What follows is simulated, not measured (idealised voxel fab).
process module | voxel released beams
cross-section cut | 260 nm wide | cells 5 nm
A cross-section is a grid of square cells, given in bands from the top down. A band is one or more rows of cells.
Each band's line starts with the height of the band's top and of its bottom, in nm. Then come its materials from left to right, each with its width in nm. One material with "throughout" fills the band from edge to edge. "air" is empty space.
Height 0 is the level under which the wafer as received is all one material. The lowest band goes on downwards, as in "0 down".
A width such as "30 to 40" changes by the same amount from each row of cells to the next, from the band's top row to its bottom row.
"no change" after a step means that no cell of the cross-section changed.
closed voids: empty space of 8 cells or more with no open way to the top, each as width x height at its distance from the left edge, in nm
after a step's settings: what the simulator itself notes on the step
overlay nm, on a step with a mask: how far to the right of its planned place the mask lay; to the left if negative
plan
1 op RECEIVE | material Si
2 op CONFORMAL_DEP | material Al2O3 | thk nm 5
3 op DIRECTIONAL_DEP | material SiO2 | thk nm 10
4 op PATTERN | tone open | mask id ANCHOR | material resist | width nm 35 | thk nm 20 | overlay nm 0
5 op DIRECTIONAL_ETCH | etch materials SiO2 | depth nm 10
6 op STRIP | etch materials resist
7 op CONFORMAL_DEP | material SiN | thk nm 10
8 op DIRECTIONAL_DEP | material aC | thk nm 15
9 op PATTERN | tone cover | mask id BEAM | material resist | width nm 90 | thk nm 35 | overlay nm 0
10 op DIRECTIONAL_ETCH | etch materials aC | depth nm 15
11 op STRIP | etch materials resist
12 op DIRECTIONAL_ETCH | etch materials SiN | depth nm 10
13 op STRIP | etch materials aC
14 op STRIP | etch materials SiO2
as received, after step 1
  0 down: Si throughout
  closed voids: none
first wafer at the end, as planned
  25 to 15: air 80 | SiN 15 | air 15 | SiN 60 | air 90
  15 to 5: air 85 | SiN 35 | air 140
  5 to 0: Al2O3 throughout
  0 down: Si throughout
  closed voids: none
second wafer at the end: like start, like plan, one mistake
  25 to 15: air 80 | SiN 90 | air 90
  15 to 10: Al2O3 throughout
  10 to 0: SiO2 throughout
  0 down: Si throughout
  closed voids: none
what went wrong: steps 2 and 3 were swapped
at the end the second wafer has, in cells: 8 fewer of SiN | 104 more of SiO2
